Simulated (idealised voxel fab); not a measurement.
The following is a process module called voxel wiring stack.
Section shown: cut. Width: 195 nm. Cell size: 5 nm, square.
Just so we're on the same page, the cross-sections are grids of square cells, and they're listed out in bands top to bottom, each band one or more rows deep. Band entry format. Leading values: height of top, height of bottom, nm. Remainder: materials in left-to-right order, each with its width in nm. Special words: "all across" on a single material, which then fills the band edge to edge; "empty", empty space. The level at which height equals 0 is the one under which the wafer, as it arrives, is entirely one material. No lower edge exists for the bottom band, which continues downward and is notated as in "0 nm and below". So if you see something like "30 to 40" for the width, read it as the top row of the band sitting at the first number and the bottom row at the second, with every row in between moving by the same amount as the last. Key: "remains unaltered" - step with no changed cell in the cross-section. Closed internal cavities: empty space of 8 cells or more with no open way to the top, each as width x height at its distance from the left edge, in nm. Step line, after settings: the simulator's comment on this step. The "overlay nm" setting may appear on a step's line; for a step that uses a mask, it gives how far to the right of its planned position the mask lay, and a negative value indicates the left.
The planned process steps are enumerated hereunder
1 RECEIVE, material Si
2 CONFORMAL_DEP, material SiO2, thk nm 15
3 CONFORMAL_DEP, material SiN, thk nm 5
4 DIRECTIONAL_DEP, material SiO2, thk nm 25
5 DIRECTIONAL_DEP, material aC, thk nm 10
6 PATTERN, tone open, mask id METAL_1, material resist, width nm 25, pitch nm 45, thk nm 25, overlay nm 0
7 DIRECTIONAL_ETCH, etch materials aC, depth nm 10
8 STRIP, etch materials resist
9 DIRECTIONAL_ETCH, etch materials SiO2, depth nm 25
10 DIRECTIONAL_ETCH, etch materials SiN, depth nm 5
11 STRIP, etch materials aC
12 CONFORMAL_DEP, material TiN, thk nm 5
13 FILL_DEP, material Ru, thk nm 5
14 CMP, height nm 45
15 EPI, material Ru, thk nm 5
16 FILL_DEP, material SiCN, thk nm 5
17 DIRECTIONAL_DEP, material SiO2, thk nm 30
18 DIRECTIONAL_DEP, material aC, thk nm 15
19 PATTERN, tone open, mask id METAL_2, material resist, width nm 25, pitch nm 45, thk nm 30, overlay nm 0
20 DIRECTIONAL_ETCH, etch materials aC, depth nm 15
21 STRIP, etch materials resist
22 DIRECTIONAL_ETCH, etch materials SiO2, depth nm 15
23 STRIP, etch materials aC
24 DIRECTIONAL_DEP, material aC, thk nm 10
25 PATTERN, tone open, mask id METAL_2_HOLES, material resist, width nm 15, pitch nm 90, thk nm 30, overlay nm 0
26 DIRECTIONAL_ETCH, etch materials aC, depth nm 10
27 STRIP, etch materials resist
28 DIRECTIONAL_ETCH, etch materials SiO2, depth nm 15
29 DIRECTIONAL_ETCH, etch materials SiCN, depth nm 5
30 STRIP, etch materials aC
31 CONFORMAL_DEP, material TiN, thk nm 5
32 FILL_DEP, material Cu, thk nm 5
33 CMP, height nm 85
34 CONFORMAL_DEP, material SiCN, thk nm 5
35 DIRECTIONAL_DEP, material lowk, thk nm 10
36 DIRECTIONAL_DEP, material aC, thk nm 15
37 PATTERN, tone open, mask id PLUG_2, material resist, width nm 15, pitch nm 45, thk nm 30, overlay nm 0
38 DIRECTIONAL_ETCH, etch materials aC, depth nm 15
39 STRIP, etch materials resist
40 DIRECTIONAL_ETCH, etch materials lowk, depth nm 10
41 DIRECTIONAL_ETCH, etch materials SiCN, depth nm 5
42 STRIP, etch materials aC
43 CONFORMAL_DEP, material TiN, thk nm 5
44 FILL_DEP, material Ru, thk nm 10
45 CMP, height nm 100
46 DIRECTIONAL_DEP, material TiN, thk nm 5
47 DIRECTIONAL_DEP, material W, thk nm 15
48 MASKED_ETCH, tone cover, mask id METAL_3, width nm 25, pitch nm 45, etch materials W, depth nm 15, overlay nm 0
49 MASKED_ETCH, tone cover, mask id METAL_3, width nm 25, pitch nm 45, etch materials TiN, depth nm 5, overlay nm 0
50 CONFORMAL_DEP, material SiN, thk nm 5
51 FILL_DEP, material lowk, thk nm 5
52 CMP, height nm 120
53 CONFORMAL_DEP, material SiN, thk nm 5
Step 1 complete: cross-section of the wafer as received
  0 nm and below = Si all across
  Closed internal cavities: none
The plan above was carried out on the starting structure above with one mistake, and this cross-section shows the wafer at the end of the module
  125 nm to 120 nm = SiN all across
  120 nm to 115 nm = 40 nm SiN | 25 nm TiN | 20 nm SiN | 25 nm TiN | 20 nm SiN | 25 nm TiN | 40 nm SiN
  115 nm to 105 nm = Ru all across
  105 nm to 100 nm = 45 nm TiN | 5 nm Ru | 40 nm TiN | 5 nm Ru | 40 nm TiN | 5 nm Ru | 55 nm TiN
  100 nm to 90 nm = 40 nm lowk | 5 nm TiN | 5 nm Ru | 5 nm TiN | 30 nm lowk | 5 nm TiN | 5 nm Ru | 5 nm TiN | 30 nm lowk | 5 nm TiN | 5 nm Ru | 5 nm TiN | 50 nm lowk
  90 nm to 85 nm = 40 nm SiCN | 15 nm TiN | 30 nm SiCN | 15 nm TiN | 30 nm SiCN | 15 nm TiN | 50 nm SiCN
  85 nm to 75 nm = 40 nm SiO2 | 5 nm TiN | 15 nm Cu | 5 nm TiN | 20 nm SiO2 | 5 nm TiN | 15 nm Cu | 5 nm TiN | 20 nm SiO2 | 5 nm TiN | 15 nm Cu | 5 nm TiN | 40 nm SiO2
  75 nm to 70 nm = 40 nm SiO2 | 5 nm TiN | 5 nm Cu | 15 nm TiN | 20 nm SiO2 | 25 nm TiN | 20 nm SiO2 | 5 nm TiN | 5 nm Cu | 15 nm TiN | 40 nm SiO2
  70 nm to 55 nm = 40 nm SiO2 | 5 nm TiN | 5 nm Cu | 5 nm TiN | 75 nm SiO2 | 5 nm TiN | 5 nm Cu | 5 nm TiN | 50 nm SiO2
  55 nm to 50 nm = 40 nm SiCN | 15 nm TiN | 75 nm SiCN | 15 nm TiN | 50 nm SiCN
  50 nm to 45 nm = 35 nm SiCN | 35 nm Ru | 10 nm SiCN | 35 nm Ru | 10 nm SiCN | 35 nm Ru | 35 nm SiCN
  45 nm to 20 nm = 40 nm SiO2 | 5 nm TiN | 15 nm Ru | 5 nm TiN | 20 nm SiO2 | 5 nm TiN | 15 nm Ru | 5 nm TiN | 20 nm SiO2 | 5 nm TiN | 15 nm Ru | 5 nm TiN | 40 nm SiO2
  20 nm to 15 nm = 40 nm SiN | 25 nm TiN | 20 nm SiN | 25 nm TiN | 20 nm SiN | 25 nm TiN | 40 nm SiN
  15 nm to 0 nm = SiO2 all across
  0 nm and below = Si all across
  Closed internal cavities: none
What was the processing mistake? step 45 of the plan was bypassed and not carried out
